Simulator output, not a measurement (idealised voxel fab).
voxel wiring stack: a process module
Pictured: cross-section cut, 295 nm wide, on a grid of 5 nm square cells.
Cross-section, as written here: a square-cell grid given band by band from the top down, where a band holds one or more rows of cells. Quick guide to a band line: top height, bottom height (nm) up front; then every material left to right with its width in nm. Only one material and it's marked "full width"? Then it fills the band edge to edge. And "blank" just means empty space. Zero point of the height axis is 0; under it, received wafer = one material. Lowest band: continues down indefinitely, "top 0, no bottom". Read "30..40" as a graded width: first number on top, second number at the bottom, same change between each pair of neighbouring rows. You'll sometimes find "identical to before" written for a step, and that's the way of saying that nowhere in the cross-section did a cell change during that step. What "Sealed-off cavities" gives you is every empty space of 8 cells or more that is cut off from the top. Each appears as width x height at distance, with the distance taken from the left edge and width, height and distance all in nm. The remark found on a step's line after its settings is issued by the simulator itself and pertains to that step. A step's line can hold "overlay nm"; with a mask on that step, the setting says how far right of the planned place the mask lay, while a negative setting says it lay to the left.

## Intended process steps
- 1: RECEIVE,material Si
- 2: CONFORMAL_DEP,material SiO2,thk nm 10
- 3: DIRECTIONAL_DEP,material TiN,thk nm 5
- 4: DIRECTIONAL_DEP,material Ru,thk nm 25
- 5: MASKED_ETCH,tone cover,mask id METAL_1,width nm 30,pitch nm 55,etch materials Ru,depth nm 25,overlay nm 0
- 6: MASKED_ETCH,tone cover,mask id METAL_1,width nm 30,pitch nm 55,etch materials TiN,depth nm 5,overlay nm 0
- 7: FILL_DEP,material SiO2,thk nm 10
- 8: CMP,height nm 40
- 9: CONFORMAL_DEP,material SiCN,thk nm 5
- 10: DIRECTIONAL_DEP,material lowk,thk nm 20
- 11: PATTERN,tone open,mask id PLUG_1,material resist,width nm 15,pitch nm 110,thk nm 20,overlay nm 0
- 12: DIRECTIONAL_ETCH,etch materials lowk,depth nm 20
- 13: DIRECTIONAL_ETCH,etch materials SiCN,depth nm 5
- 14: STRIP,etch materials resist
- 15: EPI,material Ru,thk nm 10
- 16: EPI,material Ru,thk nm 10
- 17: EPI,material Ru,thk nm 5
- 18: DIRECTIONAL_DEP,material TiN,thk nm 5
- 19: DIRECTIONAL_DEP,material W,thk nm 20
- 20: DIRECTIONAL_DEP,material aC,thk nm 15
- 21: PATTERN,tone cover,mask id METAL_2,material resist,width nm 30,pitch nm 55,thk nm 35,overlay nm 0
- 22: DIRECTIONAL_ETCH,etch materials aC,depth nm 15
- 23: STRIP,etch materials resist
- 24: DIRECTIONAL_ETCH,etch materials W,depth nm 20
- 25: DIRECTIONAL_ETCH,etch materials TiN,depth nm 5
- 26: STRIP,etch materials aC
- 27: FILL_DEP,material SiO2,thk nm 5
- 28: CMP,height nm 90
- 29: CONFORMAL_DEP,material SiCN,thk nm 5

## Step 1 complete: cross-section of the wafer as received
> top 0, no bottom = Si full width
> Sealed-off cavities: none

## Wafer at module end, in section. Began as above, planned as above, run with one mistake
> top 95, bottom 90 = SiCN full width
> top 90, bottom 70 = 75 SiO2 / 30 W / 25 SiO2 / 30 W / 25 SiO2 / 30 W / 80 SiO2
> top 70, bottom 65 = 75 SiO2 / 30 TiN / 25 SiO2 / 30 TiN / 25 SiO2 / 30 TiN / 80 SiO2
> top 65, bottom 45 = 75 lowk / 15 Ru / 95 lowk / 15 Ru / 95 lowk
> top 45, bottom 40 = 75 SiCN / 15 Ru / 95 SiCN / 15 Ru / 95 SiCN
> top 40, bottom 35 = 75 SiO2 / 30 TiN / 25 SiO2 / 30 TiN / 25 SiO2 / 30 TiN / 80 SiO2
> top 35, bottom 10 = TiN full width
> top 10, bottom 0 = SiO2 full width
> top 0, no bottom = Si full width
> Sealed-off cavities: none
What was done differently from what was planned? off-plan run, step 4, actual operation and settings DIRECTIONAL_DEP,material TiN,thk nm 25
